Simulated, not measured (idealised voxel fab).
process module | voxel capacitor over wiring
cross-section cut | 280 nm wide | cells 5 nm
A cross-section is a grid of square cells, given in bands from the top down. A band is one or more rows of cells.
Each band's line starts with the height of the band's top and of its bottom, in nm. Then come its materials from left to right, each with its width in nm. One material with "throughout" fills the band from edge to edge. "air" is empty space.
Height 0 is the level under which the wafer as received is all one material. The lowest band goes on downwards, as in "0 down".
A width such as "30 to 40" changes by the same amount from each row of cells to the next, from the band's top row to its bottom row.
"no change" after a step means that no cell of the cross-section changed.
closed voids: empty space of 8 cells or more with no open way to the top, each as width x height at its distance from the left edge, in nm
after a step's settings: what the simulator itself notes on the step
overlay nm, on a step with a mask: how far to the right of its planned place the mask lay; to the left if negative
plan
1 op RECEIVE | material Si
2 op CONFORMAL_DEP | material SiO2 | thk nm 15
3 op CONFORMAL_DEP | material SiCN | thk nm 5
4 op DIRECTIONAL_DEP | material lowk | thk nm 15
5 op MASKED_ETCH | tone open | mask id METAL_1 | width nm 25 | pitch nm 90 | etch materials lowk | depth nm 15 | overlay nm 0
6 op MASKED_ETCH | tone open | mask id METAL_1 | width nm 25 | pitch nm 90 | etch materials SiCN | depth nm 5 | overlay nm 0
7 op CONFORMAL_DEP | material TiN | thk nm 5
8 op FILL_DEP | material Cu | thk nm 5
9 op CMP | height nm 35
10 op CONFORMAL_DEP | material SiCN | thk nm 5
11 op DIRECTIONAL_DEP | material SiO2 | thk nm 20
12 op MASKED_ETCH | tone open | mask id PLUG_1 | width nm 15 | etch materials SiO2 | depth nm 20 | overlay nm 0
13 op MASKED_ETCH | tone open | mask id PLUG_1 | width nm 15 | etch materials SiCN | depth nm 5 | overlay nm 0
14 op EPI | material Ru | thk nm 10
15 op EPI | material Ru | thk nm 10
16 op EPI | material Ru | thk nm 5
17 op DIRECTIONAL_DEP | material TiN | thk nm 10
18 op DIRECTIONAL_DEP | material Al2O3 | thk nm 5
19 op DIRECTIONAL_DEP | material TiN | thk nm 5
20 op PATTERN | tone cover | mask id UPPER_PLATE | material resist | width nm 70 | thk nm 15 | overlay nm 0
21 op DIRECTIONAL_ETCH | etch materials TiN | depth nm 5
22 op DIRECTIONAL_ETCH | etch materials Al2O3 | depth nm 5
23 op STRIP | etch materials resist
24 op MASKED_ETCH | tone cover | mask id LOWER_PLATE | width nm 80 | etch materials TiN | depth nm 10 | overlay nm 0
25 op FILL_DEP | material SiO2 | thk nm 20
26 op CMP | height nm 95
27 op PATTERN | tone open | mask id PLUG_2 | material resist | width nm 15 | thk nm 20 | overlay nm 0
28 op DIRECTIONAL_ETCH | etch materials SiO2 | depth nm 15
29 op STRIP | etch materials resist
30 op CONFORMAL_DEP | material TiN | thk nm 5
31 op FILL_DEP | material W | thk nm 10
32 op CMP | height nm 95
33 op CONFORMAL_DEP | material SiCN | thk nm 5
as received, after step 1
  0 down: Si throughout
  closed voids: none
a wafer at the end: this start, this plan, one mistake
  100 to 95: SiCN throughout
  95 to 85: W 95 | TiN 5 | SiO2 15 | TiN 5 | W 160
  85 to 80: TiN 100 | SiO2 15 | TiN 165
  80 to 75: SiO2 90 | TiN 70 | SiO2 120
  75 to 70: SiO2 90 | Al2O3 70 | SiO2 120
  70 to 60: SiO2 85 | TiN 80 | SiO2 115
  60 to 40: SiO2 90 | Ru 15 | SiO2 175
  40 to 35: SiCN 90 | Ru 15 | SiCN 175
  35 to 20: lowk 80 | TiN 5 | Cu 15 | TiN 5 | lowk 65 | TiN 5 | Cu 15 | TiN 5 | lowk 85
  20 to 15: SiCN 80 | TiN 25 | SiCN 65 | TiN 25 | SiCN 85
  15 to 0: SiO2 throughout
  0 down: Si throughout
  closed voids: none
what went wrong: step 27 ran as: op PATTERN | tone cover | mask id PLUG_2 | material resist | width nm 15 | thk nm 20 | overlay nm 0
